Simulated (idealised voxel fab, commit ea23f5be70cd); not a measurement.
Name of the process module below: voxel gate over fins
180 nm wide, 5 nm square cells: that's cross-section cut.
In what follows, cross-sections appear as grids of square cells, described through bands that run from the top down, where every band is one or more rows of cells.
This entry defines a band. It first specifies the height of the band's top and the height of its bottom in nm, and then specifies the band's materials from left to right, stating each material with its width in nm. The word "full width" identifies a single material that fills the band from edge to edge, while the word "air" identifies empty space.
Heads up on the height convention: 0 is the point under which the incoming wafer is all one material, and the lowest band has no bottom, it just keeps going down, like "0 down".
Width spec "30..40" -> top row of cells at first value, bottom row at second value, equal per-row change in between.
"remained the same" -> step changed no cross-section cell.
Look at "Cavities, sealed" for the closed voids: empty spaces with no open path to the top, sized 8 cells or up. Each is width x height at distance, distance from the left edge, all nm.
Note: text after step settings on the step line = simulator remark on that step.
overlay nm: step with mask; distance mask lay right of planned place; negative value = left of planned place.
-- plan
| 1 | RECEIVE [material Si] |
| 2 | CONFORMAL_DEP [material SiN] [thk nm 5] |
| 3 | MASKED_ETCH [tone cover] [mask id FINS] [width nm 15] [pitch nm 55] [etch materials SiN] [depth nm 5] [overlay nm 0] |
| 4 | MASKED_ETCH [tone cover] [mask id FINS] [width nm 15] [pitch nm 55] [etch materials Si] [depth nm 35] [overlay nm 0] |
| 5 | FILL_DEP [material SiO2] [thk nm 15] |
| 6 | CMP [height nm 5] |
| 7 | MASKED_ETCH [tone open] [mask id RAIL] [width nm 15] [etch materials SiO2] [depth nm 35] [overlay nm 0] |
| 8 | CONFORMAL_DEP [material TiN] [thk nm 5] |
| 9 | FILL_DEP [material Ru] [thk nm 5] |
| 10 | CMP [height nm 5] |
| 11 | SELECTIVE_ETCH [etch materials W Ru TiN] [depth nm 20] |
| 12 | FILL_DEP [material SiO2] [thk nm 5] |
| 13 | CMP [height nm 5] |
| 14 | SELECTIVE_ETCH [etch materials SiO2] [depth nm 15] |
| 15 | STRIP [etch materials SiN] |
| 16 | CONFORMAL_DEP [material HfO2] [thk nm 5] |
| 17 | CONFORMAL_DEP [material TiN] [thk nm 5] |
| 18 | FILL_DEP [material W] [thk nm 10] |
| 19 | CMP [height nm 15] |
| 20 | CONFORMAL_DEP [material SiCN] [thk nm 10] |
-- This is the cross-section of the wafer as we received it, i.e. after step 1
0 down = Si full width
Cavities, sealed: none
-- The cross-section shown corresponds to the wafer at the conclusion of the module. The initial structure and the process plan are those presented above; however, one mistake occurred in executing the plan
25 to 15 = SiCN full width
15 to 10 = W full width
10 to 5 = 15 of W / 35 of TiN / 20 of W / 35 of TiN / 20 of W / 35 of TiN / 20 of W
5 to 0 = 15 of W / 5 of TiN / 25 of HfO2 / 5 of TiN / 20 of W / 5 of TiN / 25 of HfO2 / 5 of TiN / 20 of W / 5 of TiN / 25 of HfO2 / 5 of TiN / 20 of W
0 to -5 = 20 of TiN / 5 of HfO2 / 15 of Si / 5 of HfO2 / 30 of TiN / 5 of HfO2 / 15 of Si / 5 of HfO2 / 30 of TiN / 5 of HfO2 / 15 of Si / 5 of HfO2 / 25 of TiN
-5 to -10 = 25 of HfO2 / 15 of Si / 40 of HfO2 / 15 of Si / 40 of HfO2 / 15 of Si / 30 of HfO2
-10 to -15 = 25 of SiO2 / 15 of Si / 15 of SiO2 / 5 of HfO2 / 20 of SiO2 / 15 of Si / 40 of SiO2 / 15 of Si / 30 of SiO2
-15 to -25 = 25 of SiO2 / 15 of Si / 10 of SiO2 / 5 of TiN / 5 of HfO2 / 5 of TiN / 15 of SiO2 / 15 of Si / 40 of SiO2 / 15 of Si / 30 of SiO2
-25 to -30 = 25 of SiO2 / 15 of Si / 10 of SiO2 / 15 of TiN / 15 of SiO2 / 15 of Si / 40 of SiO2 / 15 of Si / 30 of SiO2
-30 to -35 = 25 of SiO2 / 15 of Si / 40 of SiO2 / 15 of Si / 40 of SiO2 / 15 of Si / 30 of SiO2
-35 down = Si full width
Cavities, sealed: none
Where did the run depart from the plan? in deviation from the planned setting, step 9 was conducted as FILL_DEP [material SiN] [thk nm 5]
